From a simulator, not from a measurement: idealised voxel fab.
process module | voxel capacitor over wiring
cross-section cut | 165 nm wide | cells 5 nm
A cross-section is a grid of square cells, given in bands from the top down. A band is one or more rows of cells.
Each band's line starts with the height of the band's top and of its bottom, in nm. Then come its materials from left to right, each with its width in nm. One material with "throughout" fills the band from edge to edge. "air" is empty space.
Height 0 is the level under which the wafer as received is all one material. The lowest band goes on downwards, as in "0 down".
A width such as "30 to 40" changes by the same amount from each row of cells to the next, from the band's top row to its bottom row.
"no change" after a step means that no cell of the cross-section changed.
closed voids: empty space of 8 cells or more with no open way to the top, each as width x height at its distance from the left edge, in nm
after a step's settings: what the simulator itself notes on the step
overlay nm, on a step with a mask: how far to the right of its planned place the mask lay; to the left if negative
plan
1 op RECEIVE | material Si
2 op CONFORMAL_DEP | material SiO2 | thk nm 10
3 op DIRECTIONAL_DEP | material TiN | thk nm 5
4 op DIRECTIONAL_DEP | material W | thk nm 15
5 op MASKED_ETCH | tone cover | mask id METAL_1 | width nm 25 | pitch nm 75 | etch materials W | depth nm 15 | overlay nm 0
6 op MASKED_ETCH | tone cover | mask id METAL_1 | width nm 25 | pitch nm 75 | etch materials TiN | depth nm 5 | overlay nm 0
7 op FILL_DEP | material lowk | thk nm 5
8 op CMP | height nm 30
9 op CONFORMAL_DEP | material SiCN | thk nm 5
10 op DIRECTIONAL_DEP | material lowk | thk nm 20
11 op PATTERN | tone open | mask id PLUG_1 | material resist | width nm 15 | thk nm 15 | overlay nm 0
12 op DIRECTIONAL_ETCH | etch materials lowk | depth nm 20
13 op DIRECTIONAL_ETCH | etch materials SiCN | depth nm 5
14 op STRIP | etch materials resist
15 op EPI | material Ru | thk nm 10
16 op EPI | material Ru | thk nm 10
17 op EPI | material Ru | thk nm 5
18 op DIRECTIONAL_DEP | material TiN | thk nm 5
19 op DIRECTIONAL_DEP | material HfO2 | thk nm 5
20 op DIRECTIONAL_DEP | material TiN | thk nm 5
21 op PATTERN | tone cover | mask id UPPER_PLATE | material resist | width nm 55 | thk nm 15 | overlay nm 0
22 op DIRECTIONAL_ETCH | etch materials TiN | depth nm 5
23 op DIRECTIONAL_ETCH | etch materials HfO2 | depth nm 5
24 op STRIP | etch materials resist
25 op PATTERN | tone cover | mask id LOWER_PLATE | material resist | width nm 65 | thk nm 15 | overlay nm 0
26 op DIRECTIONAL_ETCH | etch materials TiN | depth nm 5
27 op STRIP | etch materials resist
28 op FILL_DEP | material SiO2 | thk nm 15
29 op CMP | height nm 80
30 op PATTERN | tone open | mask id PLUG_2 | material resist | width nm 15 | thk nm 15 | overlay nm 0
31 op DIRECTIONAL_ETCH | etch materials SiO2 | depth nm 10
32 op STRIP | etch materials resist
33 op CONFORMAL_DEP | material TiN | thk nm 5
34 op FILL_DEP | material Ru | thk nm 5
35 op CMP | height nm 80
36 op CONFORMAL_DEP | material SiCN | thk nm 5
first wafer, as planned
as received, after step 1
  0 down: Si throughout
  closed voids: none
after step 2
  10 to 0: SiO2 throughout
  below 0: unchanged
after step 3
  15 to 10: TiN throughout
  below 10: unchanged
after step 4
  30 to 15: W throughout
  below 15: unchanged
after step 5
  30 to 15: air 30 | W 25 | air 50 | W 25 | air 35
  below 15: unchanged
after step 6
  30 to 15: air 30 | W 25 | air 50 | W 25 | air 35
  15 to 10: air 30 | TiN 25 | air 50 | TiN 25 | air 35
  below 10: unchanged
after step 7
  35 to 30: lowk throughout
  30 to 15: lowk 30 | W 25 | lowk 50 | W 25 | lowk 35
  15 to 10: lowk 30 | TiN 25 | lowk 50 | TiN 25 | lowk 35
  below 10: unchanged
after step 8
  30 to 15: lowk 30 | W 25 | lowk 50 | W 25 | lowk 35
  below 15: unchanged
after step 9
  35 to 30: SiCN throughout
  below 30: unchanged
after step 10
  55 to 35: lowk throughout
  below 35: unchanged
after step 11
  70 to 55: resist 40 | air 15 | resist 110
  below 55: unchanged
after step 12
  70 to 55: resist 40 | air 15 | resist 110
  55 to 35: lowk 40 | air 15 | lowk 110
  below 35: unchanged
after step 13
  70 to 55: resist 40 | air 15 | resist 110
  55 to 35: lowk 40 | air 15 | lowk 110
  35 to 30: SiCN 40 | air 15 | SiCN 110
  below 30: unchanged
after step 14
  55 to 35: lowk 40 | air 15 | lowk 110
  below 35: unchanged
after step 15
  55 to 40: lowk 40 | air 15 | lowk 110
  40 to 35: lowk 40 | Ru 15 | lowk 110
  35 to 30: SiCN 40 | Ru 15 | SiCN 110
  below 30: unchanged
after step 16
  55 to 50: lowk 40 | air 15 | lowk 110
  50 to 35: lowk 40 | Ru 15 | lowk 110
  below 35: unchanged
after step 17
  55 to 35: lowk 40 | Ru 15 | lowk 110
  below 35: unchanged
after step 18
  60 to 55: TiN throughout
  below 55: unchanged
after step 19
  65 to 60: HfO2 throughout
  below 60: unchanged
after step 20
  70 to 65: TiN throughout
  below 65: unchanged
after step 21
  85 to 70: air 40 | resist 55 | air 70
  below 70: unchanged
after step 22
  85 to 70: air 40 | resist 55 | air 70
  70 to 65: air 40 | TiN 55 | air 70
  below 65: unchanged
after step 23
  85 to 70: air 40 | resist 55 | air 70
  70 to 65: air 40 | TiN 55 | air 70
  65 to 60: air 40 | HfO2 55 | air 70
  below 60: unchanged
after step 24
  70 to 65: air 40 | TiN 55 | air 70
  below 65: unchanged
after step 25
  85 to 70: air 35 | resist 65 | air 65
  70 to 65: air 35 | resist 5 | TiN 55 | resist 5 | air 65
  65 to 60: air 35 | resist 5 | HfO2 55 | resist 5 | air 65
  below 60: unchanged
after step 26
  85 to 70: air 35 | resist 65 | air 65
  70 to 65: air 35 | resist 5 | TiN 55 | resist 5 | air 65
  65 to 60: air 35 | resist 5 | HfO2 55 | resist 5 | air 65
  60 to 55: air 35 | TiN 65 | air 65
  below 55: unchanged
after step 27
  70 to 65: air 40 | TiN 55 | air 70
  65 to 60: air 40 | HfO2 55 | air 70
  below 60: unchanged
after step 28
  85 to 70: SiO2 throughout
  70 to 65: SiO2 40 | TiN 55 | SiO2 70
  65 to 60: SiO2 40 | HfO2 55 | SiO2 70
  60 to 55: SiO2 35 | TiN 65 | SiO2 65
  below 55: unchanged
after step 29
  80 to 70: SiO2 throughout
  below 70: unchanged
after step 30
  95 to 80: resist 50 | air 15 | resist 100
  below 80: unchanged
after step 31
  95 to 80: resist 50 | air 15 | resist 100
  80 to 70: SiO2 50 | air 15 | SiO2 100
  below 70: unchanged
after step 32
  80 to 70: SiO2 50 | air 15 | SiO2 100
  below 70: unchanged
after step 33
  85 to 80: TiN 55 | air 5 | TiN 105
  80 to 75: SiO2 50 | TiN 5 | air 5 | TiN 5 | SiO2 100
  75 to 65: SiO2 50 to 40 | TiN 15 to 55 | SiO2 100 to 70
  below 65: unchanged
after step 34
  90 to 85: Ru throughout
  85 to 80: TiN 55 | Ru 5 | TiN 105
  80 to 75: SiO2 50 | TiN 5 | Ru 5 | TiN 5 | SiO2 100
  below 75: unchanged
after step 35
  80 to 75: SiO2 50 | TiN 5 | Ru 5 | TiN 5 | SiO2 100
  below 75: unchanged
after step 36
  85 to 80: SiCN throughout
  below 80: unchanged
second wafer: like start, like plan, one mistake. Through step 17 it matches the first wafer
when step 18 should have ended
  60 to 55: SiCN throughout
  below 55: unchanged
when step 19 should have ended
  65 to 60: HfO2 throughout
  below 60: unchanged
when step 20 should have ended
  70 to 65: TiN throughout
  below 65: unchanged
when step 21 should have ended
  85 to 70: air 40 | resist 55 | air 70
  below 70: unchanged
when step 22 should have ended
  85 to 70: air 40 | resist 55 | air 70
  70 to 65: air 40 | TiN 55 | air 70
  below 65: unchanged
when step 23 should have ended
  85 to 70: air 40 | resist 55 | air 70
  70 to 65: air 40 | TiN 55 | air 70
  65 to 60: air 40 | HfO2 55 | air 70
  below 60: unchanged
when step 24 should have ended
  70 to 65: air 40 | TiN 55 | air 70
  below 65: unchanged
when step 25 should have ended
  85 to 70: air 35 | resist 65 | air 65
  70 to 65: air 35 | resist 5 | TiN 55 | resist 5 | air 65
  65 to 60: air 35 | resist 5 | HfO2 55 | resist 5 | air 65
  below 60: unchanged
when step 26 should have ended: no change
when step 27 should have ended
  70 to 65: air 40 | TiN 55 | air 70
  65 to 60: air 40 | HfO2 55 | air 70
  below 60: unchanged
when step 28 should have ended
  85 to 70: SiO2 throughout
  70 to 65: SiO2 40 | TiN 55 | SiO2 70
  65 to 60: SiO2 40 | HfO2 55 | SiO2 70
  below 60: unchanged
when step 29 should have ended
  80 to 70: SiO2 throughout
  below 70: unchanged
when step 30 should have ended
  95 to 80: resist 50 | air 15 | resist 100
  below 80: unchanged
when step 31 should have ended
  95 to 80: resist 50 | air 15 | resist 100
  80 to 70: SiO2 50 | air 15 | SiO2 100
  below 70: unchanged
when step 32 should have ended
  80 to 70: SiO2 50 | air 15 | SiO2 100
  below 70: unchanged
when step 33 should have ended
  85 to 80: TiN 55 | air 5 | TiN 105
  80 to 75: SiO2 50 | TiN 5 | air 5 | TiN 5 | SiO2 100
  75 to 65: SiO2 50 to 40 | TiN 15 to 55 | SiO2 100 to 70
  below 65: unchanged
when step 34 should have ended
  90 to 85: Ru throughout
  85 to 80: TiN 55 | Ru 5 | TiN 105
  80 to 75: SiO2 50 | TiN 5 | Ru 5 | TiN 5 | SiO2 100
  below 75: unchanged
when step 35 should have ended
  80 to 75: SiO2 50 | TiN 5 | Ru 5 | TiN 5 | SiO2 100
  below 75: unchanged
when step 36 should have ended
  85 to 80: SiCN throughout
  below 80: unchanged
what went wrong: step 18 ran as: op DIRECTIONAL_DEP | material SiCN | thk nm 5
at the end the second wafer has, in cells: 33 more of SiCN | 20 fewer of SiO2 | 13 fewer of TiN
